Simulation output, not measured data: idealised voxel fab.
A process module follows: voxel wiring stack.
Each square cell in cross-section cut measures 5 nm, and the section as a whole is 260 nm wide.
Cross-section = grid of square cells, listed top down in bands; band = one or more rows. Band entry format. Leading values: height of top, height of bottom, nm. Remainder: materials in left-to-right order, each with its width in nm. Special words: "throughout" on a single material, which then fills the band edge to edge; "air", empty space. Note: height 0 marks the level under which the wafer is uniformly one material as received. Lowest band unbounded below, written "0..down". Note: "30 to 40" means the width goes from the first number (top row of the band) to the second number (bottom row) in equal steps per row of cells. Step note "no alterations made" = no cross-section cell changed. In the "Unvented voids" entry, you get each enclosed empty space of 8 cells or more, one with no open way to the top, written width x height at distance, distance from the left edge, in nm. Post-settings text on a step line: simulator's own remark regarding the step. When a step includes a mask, the "overlay nm" setting on its line states how far to the right of its planned place that mask lay, and negative values state how far to the left.

Process steps (planned):
step 1: RECEIVE (material Si)
step 2: CONFORMAL_DEP (material SiO2; thk nm 15)
step 3: DIRECTIONAL_DEP (material TiN; thk nm 5)
step 4: DIRECTIONAL_DEP (material Ru; thk nm 25)
step 5: PATTERN (tone cover; mask id METAL_1; material resist; width nm 30; pitch nm 45; thk nm 15; overlay nm 0)
step 6: DIRECTIONAL_ETCH (etch materials Ru; depth nm 25)
step 7: DIRECTIONAL_ETCH (etch materials TiN; depth nm 5)
step 8: STRIP (etch materials resist)
step 9: CONFORMAL_DEP (material SiCN; thk nm 5)
step 10: FILL_DEP (material SiO2; thk nm 5)
step 11: CMP (height nm 45)
step 12: CONFORMAL_DEP (material SiCN; thk nm 5)
step 13: DIRECTIONAL_DEP (material lowk; thk nm 20)
step 14: MASKED_ETCH (tone open; mask id PLUG_1; width nm 15; pitch nm 90; etch materials lowk; depth nm 20; overlay nm 0)
step 15: MASKED_ETCH (tone open; mask id PLUG_1; width nm 15; pitch nm 90; etch materials SiCN; depth nm 5; overlay nm 0)
step 16: EPI (material Ru; thk nm 10)
step 17: EPI (material Ru; thk nm 10)
step 18: EPI (material Ru; thk nm 5)
step 19: CONFORMAL_DEP (material SiN; thk nm 5)
step 20: DIRECTIONAL_DEP (material SiO2; thk nm 25)
step 21: DIRECTIONAL_DEP (material aC; thk nm 15)
step 22: PATTERN (tone open; mask id METAL_2; material resist; width nm 30; pitch nm 45; thk nm 35; overlay nm 0)
step 23: DIRECTIONAL_ETCH (etch materials aC; depth nm 15)
step 24: STRIP (etch materials resist)
step 25: DIRECTIONAL_ETCH (etch materials SiO2; depth nm 25)
step 26: DIRECTIONAL_ETCH (etch materials SiN; depth nm 5)
step 27: STRIP (etch materials aC)
step 28: CONFORMAL_DEP (material TiN; thk nm 5)
step 29: FILL_DEP (material Ru; thk nm 10)
step 30: CMP (height nm 100)
step 31: EPI (material Ru; thk nm 5)
step 32: FILL_DEP (material SiCN; thk nm 5)
step 33: DIRECTIONAL_DEP (material lowk; thk nm 25)
step 34: PATTERN (tone open; mask id METAL_3; material resist; width nm 30; pitch nm 45; thk nm 20; overlay nm 0)
step 35: DIRECTIONAL_ETCH (etch materials lowk; depth nm 15)
step 36: STRIP (etch materials resist)
step 37: DIRECTIONAL_DEP (material aC; thk nm 15)
step 38: PATTERN (tone open; mask id METAL_3_HOLES; material resist; width nm 15; pitch nm 45; thk nm 30; overlay nm 0)
step 39: DIRECTIONAL_ETCH (etch materials aC; depth nm 15)
step 40: STRIP (etch materials resist)
step 41: DIRECTIONAL_ETCH (etch materials lowk; depth nm 10)
step 42: DIRECTIONAL_ETCH (etch materials SiCN; depth nm 5)
step 43: STRIP (etch materials aC)
step 44: CONFORMAL_DEP (material TiN; thk nm 5)
step 45: FILL_DEP (material Cu; thk nm 5)
step 46: CMP (height nm 135)
step 47: CONFORMAL_DEP (material SiN; thk nm 5)
All wafers enter the flow in the same state. The width nm at step 14 differs from wafer to wafer, and the plan gives the value for the first wafer.

The as-received cross-section of the first of several wafers corresponds to the state after step 1:
	0..down  Si throughout
	Unvented voids: none

Per wafer (row), end of module: delta in cells per material since receipt, (+) for gained, (-) for lost; closed voids after that:
width nm 15; +33 Cu; +204 Ru; +181 SiCN; +86 SiN; +466 SiO2; +114 TiN; +372 lowk; Unvented voids: none
width nm 20; +33 Cu; +212 Ru; +181 SiCN; +86 SiN; +466 SiO2; +114 TiN; +364 lowk; Unvented voids: none
width nm 25; +33 Cu; +220 Ru; +181 SiCN; +86 SiN; +466 SiO2; +114 TiN; +356 lowk; Unvented voids: none
width nm 30; +33 Cu; +228 Ru; +181 SiCN; +86 SiN; +466 SiO2; +114 TiN; +348 lowk; Unvented voids: none
